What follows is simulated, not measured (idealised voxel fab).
Documented hereafter: the process module known as voxel released beams.
Section shown: cut. Width: 285 nm. Cell size: 5 nm, square.
Heads up, the way a cross-section reads in here is a grid of square cells, handed over as bands from the top down, with every band being one or more rows of cells. Top, bottom (nm), then materials left to right with widths (nm); lone material tagged "edge to edge" fills the whole band edge to edge; "empty" = empty space. Counting heights begins at 0, where everything beneath is, in the wafer as received, one material. The lowest band has no bottom; it goes on downwards, as "0..down" shows. The width entry "30->40" should be interpreted row by row: the top row of cells in the band takes the first number, the bottom row takes the second number, and the change between adjacent rows is uniform throughout. "identical to before", as given for a step, is the statement that not any cell of the cross-section underwent a change during that step. If an empty space has no open way to the top and is at least 8 cells in size, "Fully sealed voids" lists it, written width x height at distance, where distance is measured from the left edge and every value is in nm. Where a step's line continues beyond its settings, the continuation is a remark by the simulator itself on that step. The optional step-line setting "overlay nm" applies to steps with a mask and quantifies how far to the right of its planned location the mask lay, a negative value indicating leftward placement.

[Here's what the planned process steps look like]
step 1: RECEIVE: material Si
step 2: CONFORMAL_DEP: material SiN, thk nm 5
step 3: DIRECTIONAL_DEP: material SiO2, thk nm 20
step 4: PATTERN: tone open, mask id ANCHOR, material resist, width nm 30, thk nm 15, overlay nm 0
step 5: DIRECTIONAL_ETCH: etch materials SiO2, depth nm 20
step 6: STRIP: etch materials resist
step 7: CONFORMAL_DEP: material TiN, thk nm 10
step 8: DIRECTIONAL_DEP: material aC, thk nm 10
step 9: PATTERN: tone cover, mask id BEAM, material resist, width nm 110, thk nm 25, overlay nm 0
step 10: DIRECTIONAL_ETCH: etch materials aC, depth nm 10
step 11: STRIP: etch materials resist
step 12: DIRECTIONAL_ETCH: etch materials TiN, depth nm 10
step 13: STRIP: etch materials aC
step 14: STRIP: etch materials SiO2

[Delivered wafer in cross-section: state after step 1]
- 0..down: Si edge to edge
- Fully sealed voids: none

[First of two wafers at the end of the module, shown in cross-section; run carried out as planned]
- 35..25: empty (85)  TiN (15)  empty (10)  TiN (85)  empty (90)
- 25..15: empty (90)  TiN (10)  empty (10)  TiN (10)  empty (165)
- 15..5: empty (90)  TiN (30)  empty (165)
- 5..0: SiN edge to edge
- 0..down: Si edge to edge
- Fully sealed voids: none

[So this is wafer number two of the two, cut at the end of the module - it started where the first did and had the same plan, we just got one thing wrong running it]
- 35..25: empty (80)  TiN (20)  empty (10)  TiN (90)  empty (85)
- 25..15: empty (90)  TiN (10)  empty (10)  TiN (10)  empty (165)
- 15..5: empty (90)  TiN (30)  empty (165)
- 5..0: SiN edge to edge
- 0..down: Si edge to edge
- Fully sealed voids: none
Heads up, the wafer didn't run the way we planned it: step 9 went in with a setting other than planned; the actual run was PATTERN: tone cover, mask id BEAM, material resist, width nm 120, thk nm 25, overlay nm 0
FYI, end of process, the second wafer has more or fewer cells of some materials than the first: TiN +4
